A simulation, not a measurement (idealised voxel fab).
Name of the process module below: voxel capacitor over wiring
It is cross-section cut that appears here, measuring 265 nm in width, its square cells being 5 nm in size.
Cross-section format: a grid of square cells, given as bands from top to bottom; each band is one or more rows of cells.
Band: top height; bottom height; in nm. Then, left to right: material with width in nm, for each material. "throughout": a single material spanning edge to edge. "empty": empty space.
Note: height 0 marks the level under which the wafer is uniformly one material as received. Lowest band unbounded below, written "0 -> down".
When a width is written as two numbers, as in "30..40", the first number is the width in the top row of cells of the band and the second is the width in its bottom row, and the width changes by the same amount from each row to the next.
Basically "nothing changed" means that step didn't change any cell in the cross-section.
"Entrapped void list" lists enclosed empty spaces (at least 8 cells, no open path upward to the top), each as width x height at distance from the left edge, in nm.
Post-settings text on a step line: simulator's own remark regarding the step.
On any step carrying a mask, the "overlay nm" setting, if present on the step's line, tells how far right of its planned place the mask lay; negative values point to the left.
Structure of the following material. The material consists of pairs of cross-sections. Each pair comprises the cross-section before one process step and the cross-section after that step, the latter shown only down to the lowest band that changed. The step between the cross-sections is specified beneath each pair, including its settings. Pairs are not necessarily consecutive: they may derive from different runs of this module performed on the same starting wafer. Continuity with the pair above is to be assumed only where the entry headed "Pre-step section" of the pair in question states it.

# Pre-step section
    0 -> down: Si throughout
    Entrapped void list: none

# After the Step
    15 -> 0: SiO2 throughout
    Rest of section, below 0: as before.
    Entrapped void list: none
Transition step, before and after shown above: CONFORMAL_DEP: material SiO2, thk nm 15

Pre-step section: per the after cross-section of the pair just above.

# After the Step
    20 -> 15: SiN throughout
    Rest of section, below 15: as before.
    Entrapped void list: none
Transition step, before and after shown above: CONFORMAL_DEP: material SiN, thk nm 5

Pre-step section: per the after cross-section of the pair just above.

# After the Step
    45 -> 20: SiO2 throughout
    Rest of section, below 20: as before.
    Entrapped void list: none
Transition step, before and after shown above: DIRECTIONAL_DEP: material SiO2, thk nm 25

Pre-step section: per the after cross-section of the pair just above.

# After the Step
    45 -> 20: SiO2 (70); empty (30); SiO2 (60); empty (30); SiO2 (75)
    Rest of section, below 20: as before.
    Entrapped void list: none
Transition step, before and after shown above: MASKED_ETCH: tone open, mask id METAL_1, width nm 30, pitch nm 90, etch materials SiO2, depth nm 25, overlay nm 0

Pre-step section: per the after cross-section of the pair just above.

# After the Step
    45 -> 20: SiO2 (70); empty (30); SiO2 (60); empty (30); SiO2 (75)
    20 -> 15: SiN (70); empty (30); SiN (60); empty (30); SiN (75)
    Rest of section, below 15: as before.
    Entrapped void list: none
Transition step, before and after shown above: MASKED_ETCH: tone open, mask id METAL_1, width nm 30, pitch nm 90, etch materials SiN, depth nm 5, overlay nm 0

Pre-step section: per the after cross-section of the pair just above.

# After the Step
    50 -> 45: TiN (75); empty (20); TiN (70); empty (20); TiN (80)
    45 -> 20: SiO2 (70); TiN (5); empty (20); TiN (5); SiO2 (60); TiN (5); empty (20); TiN (5); SiO2 (75)
    20 -> 15: SiN (70); TiN (30); SiN (60); TiN (30); SiN (75)
    Rest of section, below 15: as before.
    Entrapped void list: none
Transition step, before and after shown above: CONFORMAL_DEP: material TiN, thk nm 5

Pre-step section: per the after cross-section of the pair just above.

# After the Step
    60 -> 50: Cu throughout
    50 -> 45: TiN (75); Cu (20); TiN (70); Cu (20); TiN (80)
    45 -> 20: SiO2 (70); TiN (5); Cu (20); TiN (5); SiO2 (60); TiN (5); Cu (20); TiN (5); SiO2 (75)
    Rest of section, below 20: as before.
    Entrapped void list: none
Transition step, before and after shown above: FILL_DEP: material Cu, thk nm 10

Pre-step section: per the after cross-section of the pair just above.

# After the Step
    45 -> 20: SiO2 (70); TiN (5); Cu (20); TiN (5); SiO2 (60); TiN (5); Cu (20); TiN (5); SiO2 (75)
    Rest of section, below 20: as before.
    Entrapped void list: none
Transition step, before and after shown above: CMP: height nm 45

Pre-step section: per the after cross-section of the pair just above.

# After the Step
    50 -> 45: SiCN throughout
    Rest of section, below 45: as before.
    Entrapped void list: none
Transition step, before and after shown above: CONFORMAL_DEP: material SiCN, thk nm 5

Pre-step section: per the after cross-section of the pair just above.

# After the Step
    65 -> 50: SiO2 throughout
    Rest of section, below 50: as before.
    Entrapped void list: none
Transition step, before and after shown above: DIRECTIONAL_DEP: material SiO2, thk nm 15

Pre-step section: per the after cross-section of the pair just above.

# After the Step
    80 -> 65: resist (85); empty (15); resist (165)
    Rest of section, below 65: as before.
    Entrapped void list: none
Transition step, before and after shown above: PATTERN: tone open, mask id PLUG_1, material resist, width nm 15, thk nm 15, overlay nm 0

Pre-step section: per the after cross-section of the pair just above.

# After the Step
    80 -> 65: resist (85); empty (15); resist (165)
    65 -> 50: SiO2 (85); empty (15); SiO2 (165)
    Rest of section, below 50: as before.
    Entrapped void list: none
Transition step, before and after shown above: DIRECTIONAL_ETCH: etch materials SiO2, depth nm 15

Pre-step section: per the after cross-section of the pair just above.

# After the Step
    80 -> 65: resist (85); empty (15); resist (165)
    65 -> 50: SiO2 (85); empty (15); SiO2 (165)
    50 -> 45: SiCN (85); empty (15); SiCN (165)
    Rest of section, below 45: as before.
    Entrapped void list: none
Transition step, before and after shown above: DIRECTIONAL_ETCH: etch materials SiCN, depth nm 5

Pre-step section: per the after cross-section of the pair just above.

# After the Step
    65 -> 50: SiO2 (85); empty (15); SiO2 (165)
    Rest of section, below 50: as before.
    Entrapped void list: none
Transition step, before and after shown above: STRIP: etch materials resist

Pre-step section: per the after cross-section of the pair just above.

# After the Step
    65 -> 55: SiO2 (85); empty (15); SiO2 (165)
    55 -> 50: SiO2 (85); Ru (15); SiO2 (165)
    50 -> 45: SiCN (85); Ru (15); SiCN (165)
    Rest of section, below 45: as before.
    Entrapped void list: none
Transition step, before and after shown above: EPI: material Ru, thk nm 10

Pre-step section: per the after cross-section of the pair just above.

# After the Step
    65 -> 50: SiO2 (85); Ru (15); SiO2 (165)
    Rest of section, below 50: as before.
    Entrapped void list: none
Transition step, before and after shown above: EPI: material Ru, thk nm 10

Pre-step section: per the after cross-section of the pair just above.

# After the Step
    70 -> 65: TiN throughout
    Rest of section, below 65: as before.
    Entrapped void list: none
Transition step, before and after shown above: DIRECTIONAL_DEP: material TiN, thk nm 5

Pre-step section: per the after cross-section of the pair just above.

# After the Step
    75 -> 70: HfO2 throughout
    Rest of section, below 70: as before.
    Entrapped void list: none
Transition step, before and after shown above: DIRECTIONAL_DEP: material HfO2, thk nm 5

Pre-step section: per the after cross-section of the pair just above.

# After the Step
    85 -> 75: TiN throughout
    Rest of section, below 75: as before.
    Entrapped void list: none
Transition step, before and after shown above: DIRECTIONAL_DEP: material TiN, thk nm 10

Pre-step section: per the after cross-section of the pair just above.

# After the Step
    100 -> 85: empty (85); resist (65); empty (115)
    Rest of section, below 85: as before.
    Entrapped void list: none
Transition step, before and after shown above: PATTERN: tone cover, mask id UPPER_PLATE, material resist, width nm 65, thk nm 15, overlay nm 0

Pre-step section: per the after cross-section of the pair just above.

# After the Step
    100 -> 85: empty (85); resist (65); empty (115)
    85 -> 75: empty (85); TiN (65); empty (115)
    Rest of section, below 75: as before.
    Entrapped void list: none
Transition step, before and after shown above: DIRECTIONAL_ETCH: etch materials TiN, depth nm 10

Pre-step section: per the after cross-section of the pair just above.

# After the Step
    100 -> 85: empty (85); resist (65); empty (115)
    85 -> 75: empty (85); TiN (65); empty (115)
    75 -> 70: empty (85); HfO2 (65); empty (115)
    Rest of section, below 70: as before.
    Entrapped void list: none
Transition step, before and after shown above: DIRECTIONAL_ETCH: etch materials HfO2, depth nm 5

Pre-step section: per the after cross-section of the pair just above.

# After the Step
    85 -> 75: empty (85); TiN (65); empty (115)
    Rest of section, below 75: as before.
    Entrapped void list: none
Transition step, before and after shown above: STRIP: etch materials resist

Pre-step section: per the after cross-section of the pair just above.

# After the Step
    100 -> 85: empty (80); resist (75); empty (110)
    85 -> 75: empty (80); resist (5); TiN (65); resist (5); empty (110)
    75 -> 70: empty (80); resist (5); HfO2 (65); resist (5); empty (110)
    Rest of section, below 70: as before.
    Entrapped void list: none
Transition step, before and after shown above: PATTERN: tone cover, mask id LOWER_PLATE, material resist, width nm 75, thk nm 15, overlay nm 0

Pre-step section: per the after cross-section of the pair just above.

# After the Step
    100 -> 85: empty (80); resist (75); empty (110)
    85 -> 75: empty (80); resist (5); TiN (65); resist (5); empty (110)
    75 -> 70: empty (80); resist (5); HfO2 (65); resist (5); empty (110)
    70 -> 65: empty (80); TiN (75); empty (110)
    Rest of section, below 65: as before.
    Entrapped void list: none
Transition step, before and after shown above: DIRECTIONAL_ETCH: etch materials TiN, depth nm 5

Pre-step section: per the after cross-section of the pair just above.

# After the Step
    85 -> 75: empty (85); TiN (65); empty (115)
    75 -> 70: empty (85); HfO2 (65); empty (115)
    Rest of section, below 70: as before.
    Entrapped void list: none
Transition step, before and after shown above: STRIP: etch materials resist

Pre-step section: per the after cross-section of the pair just above.

# After the Step
    100 -> 85: SiO2 throughout
    85 -> 75: SiO2 (85); TiN (65); SiO2 (115)
    75 -> 70: SiO2 (85); HfO2 (65); SiO2 (115)
    70 -> 65: SiO2 (80); TiN (75); SiO2 (110)
    Rest of section, below 65: as before.
    Entrapped void list: none
Transition step, before and after shown above: FILL_DEP: material SiO2, thk nm 15

Pre-step section: per the after cross-section of the pair just above.

# After the Step
    95 -> 85: SiO2 throughout
    Rest of section, below 85: as before.
    Entrapped void list: none
Transition step, before and after shown above: CMP: height nm 95

Pre-step section: per the after cross-section of the pair just above.

# After the Step
    115 -> 95: resist (95); empty (15); resist (155)
    Rest of section, below 95: as before.
    Entrapped void list: none
Transition step, before and after shown above: PATTERN: tone open, mask id PLUG_2, material resist, width nm 15, thk nm 20, overlay nm 0

Pre-step section: per the after cross-section of the pair just above.

# After the Step
    115 -> 95: resist (95); empty (15); resist (155)
    95 -> 85: SiO2 (95); empty (15); SiO2 (155)
    Rest of section, below 85: as before.
    Entrapped void list: none
Transition step, before and after shown above: DIRECTIONAL_ETCH: etch materials SiO2, depth nm 10

Pre-step section: per the after cross-section of the pair just above.

# After the Step
    95 -> 85: SiO2 (95); empty (15); SiO2 (155)
    Rest of section, below 85: as before.
    Entrapped void list: none
Transition step, before and after shown above: STRIP: etch materials resist

Pre-step section: per the after cross-section of the pair just above.

# After the Step
    100 -> 95: TiN (100); empty (5); TiN (160)
    95 -> 90: SiO2 (95); TiN (5); empty (5); TiN (5); SiO2 (155)
    90 -> 85: SiO2 (95); TiN (15); SiO2 (155)
    Rest of section, below 85: as before.
    Entrapped void list: none
Transition step, before and after shown above: CONFORMAL_DEP: material TiN, thk nm 5

Pre-step section: per the after cross-section of the pair just above.

# After the Step
    110 -> 100: Cu throughout
    100 -> 95: TiN (100); Cu (5); TiN (160)
    95 -> 90: SiO2 (95); TiN (5); Cu (5); TiN (5); SiO2 (155)
    Rest of section, below 90: as before.
    Entrapped void list: none
Transition step, before and after shown above: FILL_DEP: material Cu, thk nm 10

Pre-step section: per the after cross-section of the pair just above.

# After the Step
    95 -> 90: SiO2 (95); TiN (5); Cu (5); TiN (5); SiO2 (155)
    Rest of section, below 90: as before.
    Entrapped void list: none
Transition step, before and after shown above: CMP: height nm 95

Pre-step section: per the after cross-section of the pair just above.

# After the Step
    100 -> 95: SiN throughout
    Rest of section, below 95: as before.
    Entrapped void list: none
Transition step, before and after shown above: CONFORMAL_DEP: material SiN, thk nm 5

# Pre-step section
    0 -> down: Si throughout
    Entrapped void list: none

# After the Step
    5 -> 0: SiN throughout
    Rest of section, below 0: as before.
    Entrapped void list: none
Transition step, before and after shown above: CONFORMAL_DEP: material SiN, thk nm 5

Pre-step section: per the after cross-section of the pair just above.

# After the Step
    30 -> 5: SiO2 throughout
    Rest of section, below 5: as before.
    Entrapped void list: none
Transition step, before and after shown above: DIRECTIONAL_DEP: material SiO2, thk nm 25

Pre-step section: per the after cross-section of the pair just above.

# After the Step
    30 -> 5: SiO2 (70); empty (30); SiO2 (60); empty (30); SiO2 (75)
    Rest of section, below 5: as before.
    Entrapped void list: none
Transition step, before and after shown above: MASKED_ETCH: tone open, mask id METAL_1, width nm 30, pitch nm 90, etch materials SiO2, depth nm 25, overlay nm 0

Pre-step section: per the after cross-section of the pair just above.

# After the Step
    30 -> 5: SiO2 (70); empty (30); SiO2 (60); empty (30); SiO2 (75)
    5 -> 0: SiN (70); empty (30); SiN (60); empty (30); SiN (75)
    Rest of section, below 0: as before.
    Entrapped void list: none
Transition step, before and after shown above: MASKED_ETCH: tone open, mask id METAL_1, width nm 30, pitch nm 90, etch materials SiN, depth nm 5, overlay nm 0

Pre-step section: per the after cross-section of the pair just above.

# After the Step
    35 -> 30: TiN (75); empty (20); TiN (70); empty (20); TiN (80)
    30 -> 5: SiO2 (70); TiN (5); empty (20); TiN (5); SiO2 (60); TiN (5); empty (20); TiN (5); SiO2 (75)
    5 -> 0: SiN (70); TiN (30); SiN (60); TiN (30); SiN (75)
    Rest of section, below 0: as before.
    Entrapped void list: none
Transition step, before and after shown above: CONFORMAL_DEP: material TiN, thk nm 5

Pre-step section: per the after cross-section of the pair just above.

# After the Step
    45 -> 35: Cu throughout
    35 -> 30: TiN (75); Cu (20); TiN (70); Cu (20); TiN (80)
    30 -> 5: SiO2 (70); TiN (5); Cu (20); TiN (5); SiO2 (60); TiN (5); Cu (20); TiN (5); SiO2 (75)
    Rest of section, below 5: as before.
    Entrapped void list: none
Transition step, before and after shown above: FILL_DEP: material Cu, thk nm 10

Pre-step section: per the after cross-section of the pair just above.

# After the Step
    50 -> 45: SiCN throughout
    Rest of section, below 45: as before.
    Entrapped void list: none
Transition step, before and after shown above: CONFORMAL_DEP: material SiCN, thk nm 5

Pre-step section: per the after cross-section of the pair just above.

# After the Step
    65 -> 50: SiO2 throughout
    Rest of section, below 50: as before.
    Entrapped void list: none
Transition step, before and after shown above: DIRECTIONAL_DEP: material SiO2, thk nm 15

Pre-step section: per the after cross-section of the pair just above.

# After the Step
    80 -> 65: resist (85); empty (15); resist (165)
    Rest of section, below 65: as before.
    Entrapped void list: none
Transition step, before and after shown above: PATTERN: tone open, mask id PLUG_1, material resist, width nm 15, thk nm 15, overlay nm 0

Pre-step section: per the after cross-section of the pair just above.

# After the Step
    80 -> 65: resist (85); empty (15); resist (165)
    65 -> 50: SiO2 (85); empty (15); SiO2 (165)
    Rest of section, below 50: as before.
    Entrapped void list: none
Transition step, before and after shown above: DIRECTIONAL_ETCH: etch materials SiO2, depth nm 15

Pre-step section: per the after cross-section of the pair just above.

# After the Step
    80 -> 65: resist (85); empty (15); resist (165)
    65 -> 50: SiO2 (85); empty (15); SiO2 (165)
    50 -> 45: SiCN (85); empty (15); SiCN (165)
    Rest of section, below 45: as before.
    Entrapped void list: none
Transition step, before and after shown above: DIRECTIONAL_ETCH: etch materials SiCN, depth nm 5

Pre-step section: per the after cross-section of the pair just above.

# After the Step
    65 -> 50: SiO2 (85); empty (15); SiO2 (165)
    Rest of section, below 50: as before.
    Entrapped void list: none
Transition step, before and after shown above: STRIP: etch materials resist

Pre-step section: per the after cross-section of the pair just above.

# After the Step
    65 -> 55: SiO2 (85); empty (15); SiO2 (165)
    55 -> 50: SiO2 (85); Ru (15); SiO2 (165)
    50 -> 45: SiCN (85); Ru (15); SiCN (165)
    Rest of section, below 45: as before.
    Entrapped void list: none
Transition step, before and after shown above: EPI: material Ru, thk nm 10

Pre-step section: per the after cross-section of the pair just above.

# After the Step
    65 -> 50: SiO2 (85); Ru (15); SiO2 (165)
    Rest of section, below 50: as before.
    Entrapped void list: none
Transition step, before and after shown above: EPI: material Ru, thk nm 10

Pre-step section: per the after cross-section of the pair just above.

# After the Step
    70 -> 65: TiN throughout
    Rest of section, below 65: as before.
    Entrapped void list: none
Transition step, before and after shown above: DIRECTIONAL_DEP: material TiN, thk nm 5

Pre-step section: per the after cross-section of the pair just above.

# After the Step
    75 -> 70: HfO2 throughout
    Rest of section, below 70: as before.
    Entrapped void list: none
Transition step, before and after shown above: DIRECTIONAL_DEP: material HfO2, thk nm 5

Pre-step section: per the after cross-section of the pair just above.

# After the Step
    85 -> 75: TiN throughout
    Rest of section, below 75: as before.
    Entrapped void list: none
Transition step, before and after shown above: DIRECTIONAL_DEP: material TiN, thk nm 10

Pre-step section: per the after cross-section of the pair just above.

# After the Step
    100 -> 85: empty (85); resist (65); empty (115)
    Rest of section, below 85: as before.
    Entrapped void list: none
Transition step, before and after shown above: PATTERN: tone cover, mask id UPPER_PLATE, material resist, width nm 65, thk nm 15, overlay nm 0

Pre-step section: per the after cross-section of the pair just above.

# After the Step
    100 -> 85: empty (85); resist (65); empty (115)
    85 -> 75: empty (85); TiN (65); empty (115)
    Rest of section, below 75: as before.
    Entrapped void list: none
Transition step, before and after shown above: DIRECTIONAL_ETCH: etch materials TiN, depth nm 10

Pre-step section: per the after cross-section of the pair just above.

# After the Step
    100 -> 85: empty (85); resist (65); empty (115)
    85 -> 75: empty (85); TiN (65); empty (115)
    75 -> 70: empty (85); HfO2 (65); empty (115)
    Rest of section, below 70: as before.
    Entrapped void list: none
Transition step, before and after shown above: DIRECTIONAL_ETCH: etch materials HfO2, depth nm 5

Pre-step section: per the after cross-section of the pair just above.

# After the Step
    85 -> 75: empty (85); TiN (65); empty (115)
    Rest of section, below 75: as before.
    Entrapped void list: none
Transition step, before and after shown above: STRIP: etch materials resist

Pre-step section: per the after cross-section of the pair just above.

# After the Step
    100 -> 85: empty (80); resist (75); empty (110)
    85 -> 75: empty (80); resist (5); TiN (65); resist (5); empty (110)
    75 -> 70: empty (80); resist (5); HfO2 (65); resist (5); empty (110)
    Rest of section, below 70: as before.
    Entrapped void list: none
Transition step, before and after shown above: PATTERN: tone cover, mask id LOWER_PLATE, material resist, width nm 75, thk nm 15, overlay nm 0

Pre-step section: per the after cross-section of the pair just above.

# After the Step
    100 -> 85: empty (80); resist (75); empty (110)
    85 -> 75: empty (80); resist (5); TiN (65); resist (5); empty (110)
    75 -> 70: empty (80); resist (5); HfO2 (65); resist (5); empty (110)
    70 -> 65: empty (80); TiN (75); empty (110)
    Rest of section, below 65: as before.
    Entrapped void list: none
Transition step, before and after shown above: DIRECTIONAL_ETCH: etch materials TiN, depth nm 5

Pre-step section: per the after cross-section of the pair just above.

# After the Step
    85 -> 75: empty (85); TiN (65); empty (115)
    75 -> 70: empty (85); HfO2 (65); empty (115)
    Rest of section, below 70: as before.
    Entrapped void list: none
Transition step, before and after shown above: STRIP: etch materials resist

Pre-step section: per the after cross-section of the pair just above.

# After the Step
    100 -> 85: SiO2 throughout
    85 -> 75: SiO2 (85); TiN (65); SiO2 (115)
    75 -> 70: SiO2 (85); HfO2 (65); SiO2 (115)
    70 -> 65: SiO2 (80); TiN (75); SiO2 (110)
    Rest of section, below 65: as before.
    Entrapped void list: none
Transition step, before and after shown above: FILL_DEP: material SiO2, thk nm 15

Pre-step section: per the after cross-section of the pair just above.

# After the Step
    95 -> 85: SiO2 throughout
    Rest of section, below 85: as before.
    Entrapped void list: none
Transition step, before and after shown above: CMP: height nm 95

Pre-step section: per the after cross-section of the pair just above.

# After the Step
    115 -> 95: resist (95); empty (15); resist (155)
    Rest of section, below 95: as before.
    Entrapped void list: none
Transition step, before and after shown above: PATTERN: tone open, mask id PLUG_2, material resist, width nm 15, thk nm 20, overlay nm 0

Pre-step section: per the after cross-section of the pair just above.

# After the Step
    115 -> 95: resist (95); empty (15); resist (155)
    95 -> 85: SiO2 (95); empty (15); SiO2 (155)
    Rest of section, below 85: as before.
    Entrapped void list: none
Transition step, before and after shown above: DIRECTIONAL_ETCH: etch materials SiO2, depth nm 10

Pre-step section: per the after cross-section of the pair just above.

# After the Step
    95 -> 85: SiO2 (95); empty (15); SiO2 (155)
    Rest of section, below 85: as before.
    Entrapped void list: none
Transition step, before and after shown above: STRIP: etch materials resist

Pre-step section: per the after cross-section of the pair just above.

# After the Step
    100 -> 95: TiN (100); empty (5); TiN (160)
    95 -> 90: SiO2 (95); TiN (5); empty (5); TiN (5); SiO2 (155)
    90 -> 85: SiO2 (95); TiN (15); SiO2 (155)
    Rest of section, below 85: as before.
    Entrapped void list: none
Transition step, before and after shown above: CONFORMAL_DEP: material TiN, thk nm 5

Pre-step section: per the after cross-section of the pair just above.

# After the Step
    110 -> 100: Cu throughout
    100 -> 95: TiN (100); Cu (5); TiN (160)
    95 -> 90: SiO2 (95); TiN (5); Cu (5); TiN (5); SiO2 (155)
    Rest of section, below 90: as before.
    Entrapped void list: none
Transition step, before and after shown above: FILL_DEP: material Cu, thk nm 10

Pre-step section: per the after cross-section of the pair just above.

# After the Step
    95 -> 90: SiO2 (95); TiN (5); Cu (5); TiN (5); SiO2 (155)
    Rest of section, below 90: as before.
    Entrapped void list: none
Transition step, before and after shown above: CMP: height nm 95

Pre-step section: per the after cross-section of the pair just above.

# After the Step
    100 -> 95: SiN throughout
    Rest of section, below 95: as before.
    Entrapped void list: none
Transition step, before and after shown above: CONFORMAL_DEP: material SiN, thk nm 5

# Pre-step section
    15 -> 0: SiO2 throughout
    0 -> down: Si throughout
    Entrapped void list: none

# After the Step
    30 -> 0: SiO2 throughout
    Rest of section, below 0: as before.
    Entrapped void list: none
Transition step, before and after shown above: CONFORMAL_DEP: material SiO2, thk nm 15

Pre-step section: per the after cross-section of the pair just above.

# After the Step
    35 -> 30: SiN throughout
    Rest of section, below 30: as before.
    Entrapped void list: none
Transition step, before and after shown above: CONFORMAL_DEP: material SiN, thk nm 5

Pre-step section: per the after cross-section of the pair just above.

# After the Step
    60 -> 35: SiO2 throughout
    Rest of section, below 35: as before.
    Entrapped void list: none
Transition step, before and after shown above: DIRECTIONAL_DEP: material SiO2, thk nm 25

Pre-step section: per the after cross-section of the pair just above.

# After the Step
    60 -> 35: SiO2 (70); empty (30); SiO2 (60); empty (30); SiO2 (75)
    Rest of section, below 35: as before.
    Entrapped void list: none
Transition step, before and after shown above: MASKED_ETCH: tone open, mask id METAL_1, width nm 30, pitch nm 90, etch materials SiO2, depth nm 25, overlay nm 0

Pre-step section: per the after cross-section of the pair just above.

# After the Step
    60 -> 35: SiO2 (70); empty (30); SiO2 (60); empty (30); SiO2 (75)
    35 -> 30: SiN (70); empty (30); SiN (60); empty (30); SiN (75)
    Rest of section, below 30: as before.
    Entrapped void list: none
Transition step, before and after shown above: MASKED_ETCH: tone open, mask id METAL_1, width nm 30, pitch nm 90, etch materials SiN, depth nm 5, overlay nm 0

Pre-step section: per the after cross-section of the pair just above.

# After the Step
    65 -> 60: TiN (75); empty (20); TiN (70); empty (20); TiN (80)
    60 -> 35: SiO2 (70); TiN (5); empty (20); TiN (5); SiO2 (60); TiN (5); empty (20); TiN (5); SiO2 (75)
    35 -> 30: SiN (70); TiN (30); SiN (60); TiN (30); SiN (75)
    Rest of section, below 30: as before.
    Entrapped void list: none
Transition step, before and after shown above: CONFORMAL_DEP: material TiN, thk nm 5

Pre-step section: per the after cross-section of the pair just above.

# After the Step
    75 -> 65: Cu throughout
    65 -> 60: TiN (75); Cu (20); TiN (70); Cu (20); TiN (80)
    60 -> 35: SiO2 (70); TiN (5); Cu (20); TiN (5); SiO2 (60); TiN (5); Cu (20); TiN (5); SiO2 (75)
    Rest of section, below 35: as before.
    Entrapped void list: none
Transition step, before and after shown above: FILL_DEP: material Cu, thk nm 10

Pre-step section: per the after cross-section of the pair just above.

# After the Step
    45 -> 35: SiO2 (70); TiN (5); Cu (20); TiN (5); SiO2 (60); TiN (5); Cu (20); TiN (5); SiO2 (75)
    Rest of section, below 35: as before.
    Entrapped void list: none
Transition step, before and after shown above: CMP: height nm 45

Pre-step section: per the after cross-section of the pair just above.

# After the Step
    50 -> 45: SiCN throughout
    Rest of section, below 45: as before.
    Entrapped void list: none
Transition step, before and after shown above: CONFORMAL_DEP: material SiCN, thk nm 5

Pre-step section: per the after cross-section of the pair just above.

# After the Step
    65 -> 50: SiO2 throughout
    Rest of section, below 50: as before.
    Entrapped void list: none
Transition step, before and after shown above: DIRECTIONAL_DEP: material SiO2, thk nm 15

Pre-step section: per the after cross-section of the pair just above.

# After the Step
    80 -> 65: resist (85); empty (15); resist (165)
    Rest of section, below 65: as before.
    Entrapped void list: none
Transition step, before and after shown above: PATTERN: tone open, mask id PLUG_1, material resist, width nm 15, thk nm 15, overlay nm 0

Pre-step section: per the after cross-section of the pair just above.

# After the Step
    80 -> 65: resist (85); empty (15); resist (165)
    65 -> 50: SiO2 (85); empty (15); SiO2 (165)
    Rest of section, below 50: as before.
    Entrapped void list: none
Transition step, before and after shown above: DIRECTIONAL_ETCH: etch materials SiO2, depth nm 15

Pre-step section: per the after cross-section of the pair just above.

# After the Step
    80 -> 65: resist (85); empty (15); resist (165)
    65 -> 50: SiO2 (85); empty (15); SiO2 (165)
    50 -> 45: SiCN (85); empty (15); SiCN (165)
    Rest of section, below 45: as before.
    Entrapped void list: none
Transition step, before and after shown above: DIRECTIONAL_ETCH: etch materials SiCN, depth nm 5

Pre-step section: per the after cross-section of the pair just above.

# After the Step
    65 -> 50: SiO2 (85); empty (15); SiO2 (165)
    Rest of section, below 50: as before.
    Entrapped void list: none
Transition step, before and after shown above: STRIP: etch materials resist

Pre-step section: per the after cross-section of the pair just above.

# After the Step
    65 -> 55: SiO2 (85); empty (15); SiO2 (165)
    55 -> 50: SiO2 (85); Ru (15); SiO2 (165)
    50 -> 45: SiCN (85); Ru (15); SiCN (165)
    Rest of section, below 45: as before.
    Entrapped void list: none
Transition step, before and after shown above: EPI: material Ru, thk nm 10

Pre-step section: per the after cross-section of the pair just above.

# After the Step
    65 -> 50: SiO2 (85); Ru (15); SiO2 (165)
    Rest of section, below 50: as before.
    Entrapped void list: none
Transition step, before and after shown above: EPI: material Ru, thk nm 10

Pre-step section: per the after cross-section of the pair just above.

# After the Step
    70 -> 65: TiN throughout
    Rest of section, below 65: as before.
    Entrapped void list: none
Transition step, before and after shown above: DIRECTIONAL_DEP: material TiN, thk nm 5

Pre-step section: per the after cross-section of the pair just above.

# After the Step
    75 -> 70: HfO2 throughout
    Rest of section, below 70: as before.
    Entrapped void list: none
Transition step, before and after shown above: DIRECTIONAL_DEP: material HfO2, thk nm 5

Pre-step section: per the after cross-section of the pair just above.

# After the Step
    85 -> 75: TiN throughout
    Rest of section, below 75: as before.
    Entrapped void list: none
Transition step, before and after shown above: DIRECTIONAL_DEP: material TiN, thk nm 10

Pre-step section: per the after cross-section of the pair just above.

# After the Step
    100 -> 85: empty (85); resist (65); empty (115)
    Rest of section, below 85: as before.
    Entrapped void list: none
Transition step, before and after shown above: PATTERN: tone cover, mask id UPPER_PLATE, material resist, width nm 65, thk nm 15, overlay nm 0

Pre-step section: per the after cross-section of the pair just above.

# After the Step
    100 -> 85: empty (85); resist (65); empty (115)
    85 -> 75: empty (85); TiN (65); empty (115)
    Rest of section, below 75: as before.
    Entrapped void list: none
Transition step, before and after shown above: DIRECTIONAL_ETCH: etch materials TiN, depth nm 10

Pre-step section: per the after cross-section of the pair just above.

# After the Step
    100 -> 85: empty (85); resist (65); empty (115)
    85 -> 75: empty (85); TiN (65); empty (115)
    75 -> 70: empty (85); HfO2 (65); empty (115)
    Rest of section, below 70: as before.
    Entrapped void list: none
Transition step, before and after shown above: DIRECTIONAL_ETCH: etch materials HfO2, depth nm 5

Pre-step section: per the after cross-section of the pair just above.

# After the Step
    85 -> 75: empty (85); TiN (65); empty (115)
    Rest of section, below 75: as before.
    Entrapped void list: none
Transition step, before and after shown above: STRIP: etch materials resist

Pre-step section: per the after cross-section of the pair just above.

# After the Step
    100 -> 85: empty (80); resist (75); empty (110)
    85 -> 75: empty (80); resist (5); TiN (65); resist (5); empty (110)
    75 -> 70: empty (80); resist (5); HfO2 (65); resist (5); empty (110)
    Rest of section, below 70: as before.
    Entrapped void list: none
Transition step, before and after shown above: PATTERN: tone cover, mask id LOWER_PLATE, material resist, width nm 75, thk nm 15, overlay nm 0

Pre-step section: per the after cross-section of the pair just above.

# After the Step
    100 -> 85: empty (80); resist (75); empty (110)
    85 -> 75: empty (80); resist (5); TiN (65); resist (5); empty (110)
    75 -> 70: empty (80); resist (5); HfO2 (65); resist (5); empty (110)
    70 -> 65: empty (80); TiN (75); empty (110)
    Rest of section, below 65: as before.
    Entrapped void list: none
Transition step, before and after shown above: DIRECTIONAL_ETCH: etch materials TiN, depth nm 5

Pre-step section: per the after cross-section of the pair just above.

# After the Step
    85 -> 75: empty (85); TiN (65); empty (115)
    75 -> 70: empty (85); HfO2 (65); empty (115)
    Rest of section, below 70: as before.
    Entrapped void list: none
Transition step, before and after shown above: STRIP: etch materials resist

Pre-step section: per the after cross-section of the pair just above.

# After the Step
    100 -> 85: SiO2 throughout
    85 -> 75: SiO2 (85); TiN (65); SiO2 (115)
    75 -> 70: SiO2 (85); HfO2 (65); SiO2 (115)
    70 -> 65: SiO2 (80); TiN (75); SiO2 (110)
    Rest of section, below 65: as before.
    Entrapped void list: none
Transition step, before and after shown above: FILL_DEP: material SiO2, thk nm 15

Pre-step section: per the after cross-section of the pair just above.

# After the Step
    95 -> 85: SiO2 throughout
    Rest of section, below 85: as before.
    Entrapped void list: none
Transition step, before and after shown above: CMP: height nm 95

Pre-step section: per the after cross-section of the pair just above.

# After the Step
    115 -> 95: resist (95); empty (15); resist (155)
    Rest of section, below 95: as before.
    Entrapped void list: none
Transition step, before and after shown above: PATTERN: tone open, mask id PLUG_2, material resist, width nm 15, thk nm 20, overlay nm 0

Pre-step section: per the after cross-section of the pair just above.

# After the Step
    115 -> 95: resist (95); empty (15); resist (155)
    95 -> 85: SiO2 (95); empty (15); SiO2 (155)
    Rest of section, below 85: as before.
    Entrapped void list: none
Transition step, before and after shown above: DIRECTIONAL_ETCH: etch materials SiO2, depth nm 10

Pre-step section: per the after cross-section of the pair just above.

# After the Step
    95 -> 85: SiO2 (95); empty (15); SiO2 (155)
    Rest of section, below 85: as before.
    Entrapped void list: none
Transition step, before and after shown above: STRIP: etch materials resist
